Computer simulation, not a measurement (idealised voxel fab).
process module | voxel transistor to metal
cross-section cut | 280 nm wide | cells 5 nm
A cross-section is a grid of square cells, given in bands from the top down. A band is one or more rows of cells.
Each band's line starts with the height of the band's top and of its bottom, in nm. Then come its materials from left to right, each with its width in nm. One material with "throughout" fills the band from edge to edge. "air" is empty space.
Height 0 is the level under which the wafer as received is all one material. The lowest band goes on downwards, as in "0 down".
A width such as "30 to 40" changes by the same amount from each row of cells to the next, from the band's top row to its bottom row.
"no change" after a step means that no cell of the cross-section changed.
closed voids: empty space of 8 cells or more with no open way to the top, each as width x height at its distance from the left edge, in nm
after a step's settings: what the simulator itself notes on the step
overlay nm, on a step with a mask: how far to the right of its planned place the mask lay; to the left if negative
plan
1 op RECEIVE | material Si
2 op OXIDIZE | depth nm 5
3 op CONFORMAL_DEP | material SiN | thk nm 15
4 op DIRECTIONAL_DEP | material aC | thk nm 10
5 op PATTERN | tone cover | mask id ACTIVE | material resist | width nm 100 | pitch nm 125 | thk nm 30 | overlay nm 0
6 op DIRECTIONAL_ETCH | etch materials aC | depth nm 10
7 op STRIP | etch materials resist
8 op DIRECTIONAL_ETCH | etch materials SiN | depth nm 15
9 op DIRECTIONAL_ETCH | etch materials SiO2 | depth nm 5
10 op DIRECTIONAL_ETCH | etch materials Si | depth nm 35
11 op STRIP | etch materials aC
12 op OXIDIZE | depth nm 5
13 op FILL_DEP | material SiO2 | thk nm 5
14 op CMP | height nm 15
15 op SELECTIVE_ETCH | etch materials SiO2 | depth nm 15
16 op STRIP | etch materials SiN
17 op SELECTIVE_ETCH | etch materials SiO2 | depth nm 5
18 op OXIDIZE | depth nm 5
19 op DIRECTIONAL_DEP | material polySi | thk nm 20
20 op DIRECTIONAL_DEP | material SiCN | thk nm 15
21 op DIRECTIONAL_DEP | material aC | thk nm 10
22 op PATTERN | tone cover | mask id GATE | material resist | width nm 20 | pitch nm 125 | thk nm 30 | overlay nm 0
23 op DIRECTIONAL_ETCH | etch materials aC | depth nm 10
24 op STRIP | etch materials resist
25 op DIRECTIONAL_ETCH | etch materials SiCN | depth nm 25
26 op DIRECTIONAL_ETCH | etch materials polySi | depth nm 30
27 op STRIP | etch materials aC
28 op CONFORMAL_DEP | material SiO2 | thk nm 5
29 op DIRECTIONAL_ETCH | etch materials SiO2 | depth nm 5
30 op CONFORMAL_DEP | material SiN | thk nm 10
31 op DIRECTIONAL_ETCH | etch materials SiN | depth nm 10
32 op DIRECTIONAL_ETCH | etch materials SiO2 | depth nm 5
33 op DIRECTIONAL_ETCH | etch materials Si | depth nm 5
34 op EPI | material SiGe | thk nm 10
35 op FILL_DEP | material SiO2 | thk nm 10
36 op CMP | height nm 30
37 op DIRECTIONAL_DEP | material SiO2 | thk nm 15
38 op DIRECTIONAL_DEP | material aC | thk nm 15
39 op PATTERN | tone open | mask id CONTACT | material resist | width nm 25 | thk nm 35 | overlay nm 0
40 op DIRECTIONAL_ETCH | etch materials aC | depth nm 15
41 op STRIP | etch materials resist
42 op DIRECTIONAL_ETCH | etch materials SiO2 | depth nm 50
43 op STRIP | etch materials aC
44 op CONFORMAL_DEP | material TiN | thk nm 5
45 op FILL_DEP | material Ru | thk nm 10
46 op CMP | height nm 45
47 op DIRECTIONAL_DEP | material TiN | thk nm 5
48 op DIRECTIONAL_DEP | material Ru | thk nm 15
49 op DIRECTIONAL_DEP | material aC | thk nm 10
50 op PATTERN | tone cover | mask id METAL_1 | material resist | width nm 15 | thk nm 25 | overlay nm 0
51 op DIRECTIONAL_ETCH | etch materials aC | depth nm 10
52 op STRIP | etch materials resist
53 op DIRECTIONAL_ETCH | etch materials Ru | depth nm 15
54 op DIRECTIONAL_ETCH | etch materials TiN | depth nm 5
55 op STRIP | etch materials aC
56 op CONFORMAL_DEP | material SiCN | thk nm 5
57 op FILL_DEP | material lowk | thk nm 10
58 op CMP | height nm 65
59 op CONFORMAL_DEP | material SiN | thk nm 5
as received, after step 1
  0 down: Si throughout
  closed voids: none
first wafer at the end, as planned
  70 to 65: SiN throughout
  65 to 50: lowk 30 | SiCN 5 | Ru 15 | SiCN 5 | lowk 40 | SiCN 5 | Ru 15 | SiCN 5 | lowk 35 | SiCN 5 | Ru 15 | SiCN 5 | lowk 40 | SiCN 5 | Ru 15 | SiCN 5 | lowk 35
  50 to 45: SiCN 35 | TiN 15 | SiCN 50 | TiN 15 | SiCN 45 | TiN 15 | SiCN 50 | TiN 15 | SiCN 40
  45 to 35: SiO2 35 | TiN 5 | Ru 15 | TiN 5 | SiO2 30 | TiN 5 | Ru 15 | TiN 5 | SiO2 45 | TiN 5 | Ru 15 | TiN 5 | SiO2 30 | TiN 5 | Ru 15 | TiN 5 | SiO2 40
  35 to 30: SiO2 35 | TiN 5 | Ru 5 | TiN 15 | SiO2 30 | TiN 15 | Ru 5 | TiN 5 | SiO2 45 | TiN 5 | Ru 5 | TiN 15 | SiO2 30 | TiN 15 | Ru 5 | TiN 5 | SiO2 40
  30 to 15: SiO2 35 | TiN 5 | Ru 5 | TiN 5 | SiN 10 | SiO2 5 | SiCN 20 | SiO2 5 | SiN 10 | TiN 5 | Ru 5 | TiN 5 | SiO2 45 | TiN 5 | Ru 5 | TiN 5 | SiN 10 | SiO2 5 | SiCN 20 | SiO2 5 | SiN 10 | TiN 5 | Ru 5 | TiN 5 | SiO2 40
  15 to 5: SiO2 35 | TiN 5 | Ru 5 | TiN 5 | SiN 10 | SiO2 5 | polySi 20 | SiO2 5 | SiN 10 | TiN 5 | Ru 5 | TiN 5 | SiO2 45 | TiN 5 | Ru 5 | TiN 5 | SiN 10 | SiO2 5 | polySi 20 | SiO2 5 | SiN 10 | TiN 5 | Ru 5 | TiN 5 | SiO2 40
  5 to 0: SiO2 35 | TiN 15 | SiN 10 | SiO2 5 | polySi 20 | SiO2 5 | SiN 10 | TiN 15 | SiO2 45 | TiN 15 | SiN 10 | SiO2 5 | polySi 20 | SiO2 5 | SiN 10 | TiN 15 | SiO2 40
  0 to -5: SiO2 35 | TiN 5 | SiGe 10 | SiN 10 | SiO2 5 | polySi 20 | SiO2 5 | SiN 10 | SiGe 10 | TiN 5 | SiO2 45 | TiN 5 | SiGe 10 | SiN 10 | SiO2 5 | polySi 20 | SiO2 5 | SiN 10 | SiGe 10 | TiN 5 | SiO2 40
  -5 to -10: SiO2 25 | SiGe 25 | SiO2 50 | SiGe 25 | SiO2 25 | SiGe 25 | SiO2 50 | SiGe 25 | SiO2 30
  -10 to -15: SiO2 30 | SiGe 20 | Si 50 | SiGe 20 | SiO2 35 | SiGe 20 | Si 50 | SiGe 20 | SiO2 35
  -15 to -45: SiO2 30 | Si 90 | SiO2 35 | Si 90 | SiO2 35
  -45 down: Si throughout
  closed voids: none
second wafer at the end: like start, like plan, one mistake
  65 to 60: SiN throughout
  60 to 50: lowk 30 | SiCN 5 | Ru 15 | SiCN 5 | lowk 40 | SiCN 5 | Ru 15 | SiCN 5 | lowk 35 | SiCN 5 | Ru 15 | SiCN 5 | lowk 40 | SiCN 5 | Ru 15 | SiCN 5 | lowk 35
  50 to 45: SiCN 35 | TiN 15 | SiCN 50 | TiN 15 | SiCN 45 | TiN 15 | SiCN 50 | TiN 15 | SiCN 40
  45 to 35: SiO2 35 | TiN 5 | Ru 15 | TiN 5 | SiO2 30 | TiN 5 | Ru 15 | TiN 5 | SiO2 45 | TiN 5 | Ru 15 | TiN 5 | SiO2 30 | TiN 5 | Ru 15 | TiN 5 | SiO2 40
  35 to 30: SiO2 35 | TiN 5 | Ru 5 | TiN 15 | SiO2 30 | TiN 15 | Ru 5 | TiN 5 | SiO2 45 | TiN 5 | Ru 5 | TiN 15 | SiO2 30 | TiN 15 | Ru 5 | TiN 5 | SiO2 40
  30 to 15: SiO2 35 | TiN 5 | Ru 5 | TiN 5 | SiN 10 | SiO2 5 | SiCN 20 | SiO2 5 | SiN 10 | TiN 5 | Ru 5 | TiN 5 | SiO2 45 | TiN 5 | Ru 5 | TiN 5 | SiN 10 | SiO2 5 | SiCN 20 | SiO2 5 | SiN 10 | TiN 5 | Ru 5 | TiN 5 | SiO2 40
  15 to 5: SiO2 35 | TiN 5 | Ru 5 | TiN 5 | SiN 10 | SiO2 5 | polySi 20 | SiO2 5 | SiN 10 | TiN 5 | Ru 5 | TiN 5 | SiO2 45 | TiN 5 | Ru 5 | TiN 5 | SiN 10 | SiO2 5 | polySi 20 | SiO2 5 | SiN 10 | TiN 5 | Ru 5 | TiN 5 | SiO2 40
  5 to 0: SiO2 35 | TiN 15 | SiN 10 | SiO2 5 | polySi 20 | SiO2 5 | SiN 10 | TiN 15 | SiO2 45 | TiN 15 | SiN 10 | SiO2 5 | polySi 20 | SiO2 5 | SiN 10 | TiN 15 | SiO2 40
  0 to -5: SiO2 35 | TiN 5 | SiGe 10 | SiN 10 | SiO2 5 | polySi 20 | SiO2 5 | SiN 10 | SiGe 10 | TiN 5 | SiO2 45 | TiN 5 | SiGe 10 | SiN 10 | SiO2 5 | polySi 20 | SiO2 5 | SiN 10 | SiGe 10 | TiN 5 | SiO2 40
  -5 to -10: SiO2 25 | SiGe 25 | SiO2 50 | SiGe 25 | SiO2 25 | SiGe 25 | SiO2 50 | SiGe 25 | SiO2 30
  -10 to -15: SiO2 30 | SiGe 20 | Si 50 | SiGe 20 | SiO2 35 | SiGe 20 | Si 50 | SiGe 20 | SiO2 35
  -15 to -45: SiO2 30 | Si 90 | SiO2 35 | Si 90 | SiO2 35
  -45 down: Si throughout
  closed voids: none
what went wrong: step 58 ran as: op CMP | height nm 60
at the end the second wafer has, in cells: 12 fewer of Ru | 8 fewer of SiCN | 36 fewer of lowk
